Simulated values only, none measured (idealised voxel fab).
This is a process module. Its name is voxel ribs on slabs.
For reference, the cross-section in this document is cut, with width 240 nm and square cells of 5 nm.
Throughout this document, each cross-section is represented as a grid of square cells and is presented as a sequence of bands enumerated from the top downward, where a band comprises one or more rows of cells. Quick guide to a band line: top height, bottom height (nm) up front; then every material left to right with its width in nm. Only one material and it's marked "throughout"? Then it fills the band edge to edge. And "empty" just means empty space. Ref level 0: as-received wafer is one material below here. Bottom band extends down with no lower bound ("top 0, no bottom"). You'd read "30..40" like this: the band's top row of cells is as wide as the first number, its bottom row is as wide as the second, and going down, every row changes width by the same amount as the row before did. A step reported as "nothing got changed" is a step in which no cell of the cross-section changed. "Sealed cavities" lists enclosed empty spaces (at least 8 cells, no open path upward to the top), each as width x height at distance from the left edge, in nm. Text after the settings on a step's line: the simulator's own remark on that step. The optional step-line setting "overlay nm" applies to steps with a mask and quantifies how far to the right of its planned location the mask lay, a negative value indicating leftward placement.

The following list gives the planned process steps
| 1 | RECEIVE,material Si |
| 2 | DIRECTIONAL_DEP,material SiO2,thk nm 20 |
| 3 | DIRECTIONAL_DEP,material SiN,thk nm 20 |
| 4 | DIRECTIONAL_DEP,material aC,thk nm 10 |
| 5 | PATTERN,tone cover,mask id RIB,material resist,width nm 30,thk nm 30,overlay nm 0 |
| 6 | DIRECTIONAL_ETCH,etch materials aC,depth nm 10 |
| 7 | STRIP,etch materials resist |
| 8 | DIRECTIONAL_ETCH,etch materials SiN,depth nm 15 |
| 9 | STRIP,etch materials aC |
| 10 | MASKED_ETCH,tone cover,mask id SLAB,width nm 60,etch materials SiN,depth nm 5,overlay nm 0 |
| 11 | FILL_DEP,material SiO2,thk nm 15 |
| 12 | CMP,height nm 50 |
| 13 | DIRECTIONAL_DEP,material W,thk nm 5 |
| 14 | MASKED_ETCH,tone cover,mask id HEATER,width nm 40,etch materials W,depth nm 5,overlay nm 0 |
| 15 | CONFORMAL_DEP,material SiN,thk nm 10 |

Run as planned: first of two wafers

Delivered wafer in cross-section: state after step 1
top 0, no bottom  Si throughout
Sealed cavities: none

Presented here is a cross-section of the wafer after step 2 has been performed
top 20, bottom 0  SiO2 throughout
Below 0, the layers are the same as they were.

Presented here is a cross-section of the wafer after step 3 has been performed
top 40, bottom 20  SiN throughout
Below 20, the layers are the same as they were.

Presented here is a cross-section of the wafer after step 4 has been performed
top 50, bottom 40  aC throughout
Below 40, the layers are the same as they were.

Presented here is a cross-section of the wafer after step 5 has been performed
top 80, bottom 50  empty 105 nm, resist 30 nm, empty 105 nm
Below 50, the layers are the same as they were.

Presented here is a cross-section of the wafer after step 6 has been performed
top 70, bottom 50  empty 105 nm, resist 30 nm, empty 105 nm
top 50, bottom 40  empty 105 nm, aC 30 nm, empty 105 nm
Below 40, the layers are the same as they were.

Presented here is a cross-section of the wafer after step 7 has been performed
top 50, bottom 40  empty 105 nm, aC 30 nm, empty 105 nm
Below 40, the layers are the same as they were.

Presented here is a cross-section of the wafer after step 8 has been performed
top 50, bottom 40  empty 105 nm, aC 30 nm, empty 105 nm
top 40, bottom 25  empty 105 nm, SiN 30 nm, empty 105 nm
Below 25, the layers are the same as they were.

Presented here is a cross-section of the wafer after step 9 has been performed
top 40, bottom 25  empty 105 nm, SiN 30 nm, empty 105 nm
Below 25, the layers are the same as they were.

Presented here is a cross-section of the wafer after step 10 has been performed
top 40, bottom 25  empty 105 nm, SiN 30 nm, empty 105 nm
top 25, bottom 20  empty 90 nm, SiN 60 nm, empty 90 nm
Below 20, the layers are the same as they were.

Presented here is a cross-section of the wafer after step 11 has been performed
top 55, bottom 40  SiO2 throughout
top 40, bottom 25  SiO2 105 nm, SiN 30 nm, SiO2 105 nm
top 25, bottom 20  SiO2 90 nm, SiN 60 nm, SiO2 90 nm
Below 20, the layers are the same as they were.

Presented here is a cross-section of the wafer after step 12 has been performed
top 50, bottom 40  SiO2 throughout
Below 40, the layers are the same as they were.

Presented here is a cross-section of the wafer after step 13 has been performed
top 55, bottom 50  W throughout
Below 50, the layers are the same as they were.

Presented here is a cross-section of the wafer after step 14 has been performed
top 55, bottom 50  empty 100 nm, W 40 nm, empty 100 nm
Below 50, the layers are the same as they were.

Presented here is a cross-section of the wafer after step 15 has been performed
top 65, bottom 60  empty 90 nm, SiN 60 nm, empty 90 nm
top 60, bottom 55  SiN throughout
top 55, bottom 50  SiN 100 nm, W 40 nm, SiN 100 nm
Below 50, the layers are the same as they were.

The remaining wafer, second of the two, started like the first and was run to the same plan, except that one mistake was made along the way; the two coincide through step 14, inclusive

when step 15 should have ended: nothing got changed
Here's what went sideways: plan step 15 was not performed, having been skipped
Count the cells at the end and the second wafer has more or fewer of some materials than the first: -100 SiN
